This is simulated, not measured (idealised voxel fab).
process module | voxel spacer lines
cross-section cut | 215 nm wide | cells 5 nm
A cross-section is a grid of square cells, given in bands from the top down. A band is one or more rows of cells.
Each band's line starts with the height of the band's top and of its bottom, in nm. Then come its materials from left to right, each with its width in nm. One material with "throughout" fills the band from edge to edge. "air" is empty space.
Height 0 is the level under which the wafer as received is all one material. The lowest band goes on downwards, as in "0 down".
A width such as "30 to 40" changes by the same amount from each row of cells to the next, from the band's top row to its bottom row.
"no change" after a step means that no cell of the cross-section changed.
closed voids: empty space of 8 cells or more with no open way to the top, each as width x height at its distance from the left edge, in nm
after a step's settings: what the simulator itself notes on the step
overlay nm, on a step with a mask: how far to the right of its planned place the mask lay; to the left if negative
plan
1 op RECEIVE | material Si
2 op CONFORMAL_DEP | material Al2O3 | thk nm 10
3 op DIRECTIONAL_DEP | material SiN | thk nm 15
4 op DIRECTIONAL_DEP | material polySi | thk nm 30
5 op PATTERN | tone cover | mask id MANDREL | material resist | width nm 20 | pitch nm 60 | thk nm 35 | overlay nm 0
6 op DIRECTIONAL_ETCH | etch materials polySi | depth nm 30
7 op STRIP | etch materials resist
8 op CONFORMAL_DEP | material SiO2 | thk nm 10
9 op DIRECTIONAL_ETCH | etch materials SiO2 | depth nm 10
10 op STRIP | etch materials polySi
11 op DIRECTIONAL_ETCH | etch materials SiN | depth nm 15
12 op STRIP | etch materials SiO2
as received, after step 1
  0 down: Si throughout
  closed voids: none
first wafer at the end, as planned
  25 to 10: air 55 | SiN 10 | air 20 | SiN 10 | air 20 | SiN 10 | air 20 | SiN 10 | air 60
  10 to 0: Al2O3 throughout
  0 down: Si throughout
  closed voids: none
second wafer at the end: like start, like plan, one mistake
  15 to 0: air 55 | SiN 10 | air 20 | SiN 10 | air 20 | SiN 10 | air 20 | SiN 10 | air 60
  0 down: Si throughout
  closed voids: none
what went wrong: step 2 was left out
at the end the second wafer has, in cells: 86 fewer of Al2O3
